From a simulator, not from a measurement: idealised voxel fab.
A process module follows: voxel capacitor over wiring.
Cross-sectional view cut (width: 250 nm; square cell size: 5 nm).
A cross-section in this document is a grid of square cells, and it is written down as bands, the top band listed before the ones below it; a band is made up of one or more rows of cells.
The band entry comprises the height of the band's top followed by the height of its bottom, expressed in nm, and subsequently the band's materials from left to right, each stated together with its width in nm. Where a single material is marked with the word "everywhere", that material fills the band from edge to edge. The word "air" represents empty space.
Heights are reckoned from 0. Under this level, the received wafer is all of one material. The bottommost band is open-ended downward, for example "from 0 down".
The two numbers in a width such as "30->40" mark its ends across the band: the first belongs to the top row of cells, the second to the bottom row, and from each row to the next the width moves by the same amount.
The cross-section has no changed cell in any step marked "everything unchanged".
"Sealed internal voids" - sealed voids, min. 8 cells, no opening to top; format: width x height at distance (distance from left edge; nm throughout).
That trailing text on a step's line, after the settings, is the simulator's own remark on the step.
A step line may carry the setting "overlay nm", which, for steps involving a mask, states the distance by which the mask lay to the right of its intended position; negative values denote displacement to the left.
Intended process steps:
1: RECEIVE | material Si
2: CONFORMAL_DEP | material SiO2 | thk nm 15
3: DIRECTIONAL_DEP | material TiN | thk nm 5
4: DIRECTIONAL_DEP | material W | thk nm 20
5: PATTERN | tone cover | mask id METAL_1 | material resist | width nm 30 | pitch nm 100 | thk nm 15 | overlay nm 0
6: DIRECTIONAL_ETCH | etch materials W | depth nm 20
7: DIRECTIONAL_ETCH | etch materials TiN | depth nm 5
8: STRIP | etch materials resist
9: FILL_DEP | material SiO2 | thk nm 5
10: CMP | height nm 40
11: CONFORMAL_DEP | material SiCN | thk nm 5
12: DIRECTIONAL_DEP | material SiO2 | thk nm 20
13: PATTERN | tone open | mask id PLUG_1 | material resist | width nm 15 | thk nm 15 | overlay nm 0
14: DIRECTIONAL_ETCH | etch materials SiO2 | depth nm 20
15: DIRECTIONAL_ETCH | etch materials SiCN | depth nm 5
16: STRIP | etch materials resist
17: EPI | material Ru | thk nm 10
18: EPI | material Ru | thk nm 10
19: EPI | material Ru | thk nm 5
20: DIRECTIONAL_DEP | material TiN | thk nm 10
21: DIRECTIONAL_DEP | material HfO2 | thk nm 5
22: DIRECTIONAL_DEP | material TiN | thk nm 10
23: DIRECTIONAL_DEP | material aC | thk nm 15
24: PATTERN | tone cover | mask id UPPER_PLATE | material resist | width nm 75 | thk nm 35 | overlay nm 0
25: DIRECTIONAL_ETCH | etch materials aC | depth nm 15
26: STRIP | etch materials resist
27: DIRECTIONAL_ETCH | etch materials TiN | depth nm 10
28: DIRECTIONAL_ETCH | etch materials HfO2 | depth nm 5
29: STRIP | etch materials aC
30: DIRECTIONAL_DEP | material aC | thk nm 15
31: PATTERN | tone cover | mask id LOWER_PLATE | material resist | width nm 85 | thk nm 35 | overlay nm 0
32: DIRECTIONAL_ETCH | etch materials aC | depth nm 15
33: STRIP | etch materials resist
34: DIRECTIONAL_ETCH | etch materials TiN | depth nm 10
35: STRIP | etch materials aC
36: FILL_DEP | material SiO2 | thk nm 15
37: CMP | height nm 100
38: DIRECTIONAL_DEP | material aC | thk nm 15
39: PATTERN | tone open | mask id PLUG_2 | material resist | width nm 15 | thk nm 30 | overlay nm -15
40: DIRECTIONAL_ETCH | etch materials aC | depth nm 15
41: STRIP | etch materials resist
42: DIRECTIONAL_ETCH | etch materials SiO2 | depth nm 10
43: STRIP | etch materials aC
44: CONFORMAL_DEP | material TiN | thk nm 5
45: FILL_DEP | material W | thk nm 5
46: CMP | height nm 100
47: CONFORMAL_DEP | material SiCN | thk nm 5
The value of overlay nm given for step 39 in the plan refers to the first wafer; the wafers vary in this setting and are alike at the start.
Cross-section of the first of several received wafers, showing its state after step 1:
    from 0 down  Si everywhere
    Sealed internal voids: none
What follows is a table in which each wafer occupies a row; for the wafer as it stands at the close of the module, the row states, material by material, how many cells have been gained (+) or lost (-) since receipt, and then gives its closed voids:
overlay nm -15, +15 HfO2, +15 Ru, +97 SiCN, +793 SiO2, +81 TiN, +49 W, Sealed internal voids: none
overlay nm -10, +15 HfO2, +15 Ru, +97 SiCN, +793 SiO2, +81 TiN, +49 W, Sealed internal voids: none
overlay nm -5, +15 HfO2, +15 Ru, +97 SiCN, +793 SiO2, +81 TiN, +49 W, Sealed internal voids: none
overlay nm 0, +15 HfO2, +15 Ru, +97 SiCN, +793 SiO2, +81 TiN, +49 W, Sealed internal voids: none
overlay nm 5, +15 HfO2, +15 Ru, +97 SiCN, +793 SiO2, +81 TiN, +49 W, Sealed internal voids: none
overlay nm 10, +15 HfO2, +15 Ru, +97 SiCN, +793 SiO2, +81 TiN, +49 W, Sealed internal voids: none
overlay nm 15, +15 HfO2, +15 Ru, +97 SiCN, +793 SiO2, +81 TiN, +49 W, Sealed internal voids: none
